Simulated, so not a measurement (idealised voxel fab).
Module name: voxel ribs on slabs (process module)
The figure presents cross-section cut, which has a width of 175 nm and is divided into square cells with an edge length of 5 nm.
The cross-sections in this document take the form of a grid made of square cells. They are written out as bands, in order from top to bottom. Each band consists of one or more rows of cells.
First you get the band's top height and its bottom height, in nm, and then the materials it's made of, left to right, with each width in nm. If you see a single material with "full width", that one covers the band edge to edge. "blank" is empty space.
It should be noted that heights are counted from 0, beneath which the wafer as supplied is of one material throughout, and that the lowest band possesses no lower boundary but continues downward, as written in "top 0, no bottom".
Quick explanation for "30..40": the width changes in equal steps down the rows of cells, from the first number in the band's top row to the second number in its bottom row.
"remained unchanged" (step): cross-section cells unchanged, all of them.
"Closed cavity list" contains a list of empty spaces, each no smaller than 8 cells and without an open way to the top, written in the form width x height at distance with the distance from the left edge and all three in nm.
Past the settings on a step's line: simulator remark, on that step.
overlay nm: how far to the right of its planned place the mask lay on this masked step (negative: to the left).

Steps planned for the process
1) RECEIVE, material Si
2) DIRECTIONAL_DEP, material SiO2, thk nm 30
3) DIRECTIONAL_DEP, material SiN, thk nm 15
4) DIRECTIONAL_DEP, material aC, thk nm 15
5) PATTERN, tone cover, mask id RIB, material resist, width nm 15, thk nm 35, overlay nm 0
6) DIRECTIONAL_ETCH, etch materials aC, depth nm 15
7) STRIP, etch materials resist
8) DIRECTIONAL_ETCH, etch materials SiN, depth nm 5
9) STRIP, etch materials aC
10) DIRECTIONAL_DEP, material aC, thk nm 15
11) PATTERN, tone cover, mask id SLAB, material resist, width nm 45, thk nm 35, overlay nm 0
12) DIRECTIONAL_ETCH, etch materials aC, depth nm 15
13) STRIP, etch materials resist
14) DIRECTIONAL_ETCH, etch materials SiN, depth nm 10
15) STRIP, etch materials aC
16) FILL_DEP, material SiO2, thk nm 20
17) CMP, height nm 55
18) DIRECTIONAL_DEP, material W, thk nm 10
19) DIRECTIONAL_DEP, material aC, thk nm 10
20) PATTERN, tone cover, mask id HEATER, material resist, width nm 25, thk nm 30, overlay nm 0
21) DIRECTIONAL_ETCH, etch materials aC, depth nm 10
22) STRIP, etch materials resist
23) DIRECTIONAL_ETCH, etch materials W, depth nm 10
24) STRIP, etch materials aC
25) CONFORMAL_DEP, material SiN, thk nm 10

This is the cross-section of the wafer as we received it, i.e. after step 1
	top 0, no bottom = Si full width
	Closed cavity list: none

Here's the wafer cut in cross-section after the module, started and planned just like above, except one thing was done wrong in the run
	top 85, bottom 65 = SiN full width
	top 65, bottom 55 = W full width
	top 55, bottom 45 = SiO2 full width
	top 45, bottom 40 = 80 SiO2 | 15 SiN | 80 SiO2
	top 40, bottom 30 = 65 SiO2 | 45 SiN | 65 SiO2
	top 30, bottom 0 = SiO2 full width
	top 0, no bottom = Si full width
	Closed cavity list: none
Want to know what went wrong? step 19 changed vs plan, executed as DIRECTIONAL_DEP, material SiN, thk nm 10
